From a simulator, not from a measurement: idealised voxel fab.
Documented hereafter: the process module known as voxel trench capacitor.
165 nm wide, 5 nm square cells: that's cross-section cut.
The cross-sections in this document take the form of a grid made of square cells. They are written out as bands, in order from top to bottom. Each band consists of one or more rows of cells. Basically the band line says how high the top is and how high the bottom is, in nm, and then what's in it from left to right, every material with its width in nm. Empty space shows up as "empty", and if a single material carries "everywhere" it runs the full band edge to edge. The level at which height equals 0 is the one under which the wafer, as it arrives, is entirely one material. No lower edge exists for the bottom band, which continues downward and is notated as in "0 nm and below". The width entry "30->40" should be interpreted row by row: the top row of cells in the band takes the first number, the bottom row takes the second number, and the change between adjacent rows is uniform throughout. A step reported as "stayed the same" is a step in which no cell of the cross-section changed. Closed-off voids of 8+ cells (no open route to the top) go in "Closed voids list", written width x height at distance from the left edge, in nm. Anything after a step's settings on that line? It's the simulator's own note about the step. overlay nm: mask right of planned place by this much (step with mask). Neg. = left.
### Set out below are the planned steps of the process
1: RECEIVE: material Si
2: CONFORMAL_DEP: material SiN, thk nm 5
3: PATTERN: tone open, mask id TRENCH, material resist, width nm 20, pitch nm 45, thk nm 15, overlay nm 0
4: DIRECTIONAL_ETCH: etch materials SiN, depth nm 5
5: DIRECTIONAL_ETCH: etch materials Si, depth nm 25
6: STRIP: etch materials resist
7: CONFORMAL_DEP: material SiO2, thk nm 5
8: FILL_DEP: material polySi, thk nm 10
9: CMP: height nm 5
### Received-state cross-section, reflecting completion of step 1
	0 nm and below | Si everywhere
	Closed voids list: none
### Final wafer profile in cross-section after the module, from the same start and plan as above, with one mistake made during processing
	5 nm to 0 nm | polySi (45) / SiO2 (5) / SiN (20) / SiO2 (5) / polySi (15) / SiO2 (5) / SiN (20) / SiO2 (5) / polySi (45)
	0 nm to -20 nm | polySi (45) / SiO2 (5) / Si (20) / SiO2 (5) / polySi (15) / SiO2 (5) / Si (20) / SiO2 (5) / polySi (45)
	-20 nm to -25 nm | SiO2 (50) / Si (20) / SiO2 (25) / Si (20) / SiO2 (50)
	-25 nm and below | Si everywhere
	Closed voids list: none
Plan not followed: step 3 off recipe, ran as PATTERN: tone cover, mask id TRENCH, material resist, width nm 20, pitch nm 45, thk nm 15, overlay nm 0
